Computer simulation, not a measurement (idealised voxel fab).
The process module presented herein is designated voxel double patterning.
Cross-sectional view cut (width: 265 nm; square cell size: 5 nm).
How to read a cross-section here: the picture is a grid of square cells, written as bands going from the top down, and any band can span one or more rows of cells. A band entry consists of two parts. The first gives the height of the band's top and the height of its bottom, in nm. The rest lists the band's materials from left to right, each with its width in nm. A single material labelled with the word "throughout" fills the band from edge to edge, and the word "empty" marks empty space. Height is counted from the level 0, under which the received wafer is composed throughout of one material. The lowest of the bands is not closed at the bottom but continues downward, in the notation "0 -> down". The expression "30 to 40" gives the width at the extremes of the band, the first number at its top row of cells and the second at its bottom row, with the width changing by equal amounts from each row to the next in between. It should be understood that the words "no change occurred", when stated for a given step, signify that the cross-section underwent no change in any of its cells during that step. You'll see "Enclosed cavity list" listing empty spaces that have no way open to the top, as long as they're 8 cells or more; the notation is width x height at distance, where the distance is from the left edge, and all of it is in nm. Whatever follows a step's settings on its line is a remark the simulator itself makes about that step. For masked steps, "overlay nm" on the step line gives how far right of plan the mask actually lay; a minus sign means it lay to the left.
Process steps (planned):
1) RECEIVE [material Si]
2) CONFORMAL_DEP [material SiO2] [thk nm 10]
3) DIRECTIONAL_DEP [material W] [thk nm 15]
4) DIRECTIONAL_DEP [material SiCN] [thk nm 10]
5) MASKED_ETCH [tone open] [mask id FIRST] [width nm 15] [pitch nm 50] [etch materials SiCN] [depth nm 10] [overlay nm 0]
6) PATTERN [tone open] [mask id SECOND] [material resist] [width nm 15] [thk nm 15] [overlay nm 0]
7) DIRECTIONAL_ETCH [etch materials SiCN] [depth nm 10]
8) STRIP [etch materials resist]
9) DIRECTIONAL_ETCH [etch materials W] [depth nm 15]
10) STRIP [etch materials SiCN]
varied across the wafers: width nm of step 6. The plan shows the first wafer's value. All wafers start alike
After step 1, as received: first of several wafers, cross-section:
* 0 -> down | Si throughout
* Enclosed cavity list: none
Basically each wafer gets a line in the table, showing it at the end of the module: material by material, the cells it gained (+) or lost (-) since we got it, then its closed voids:
width nm 15, +106 SiO2, +132 W, Enclosed cavity list: none
width nm 20, +106 SiO2, +129 W, Enclosed cavity list: none
width nm 25, +106 SiO2, +126 W, Enclosed cavity list: none
width nm 30, +106 SiO2, +123 W, Enclosed cavity list: none
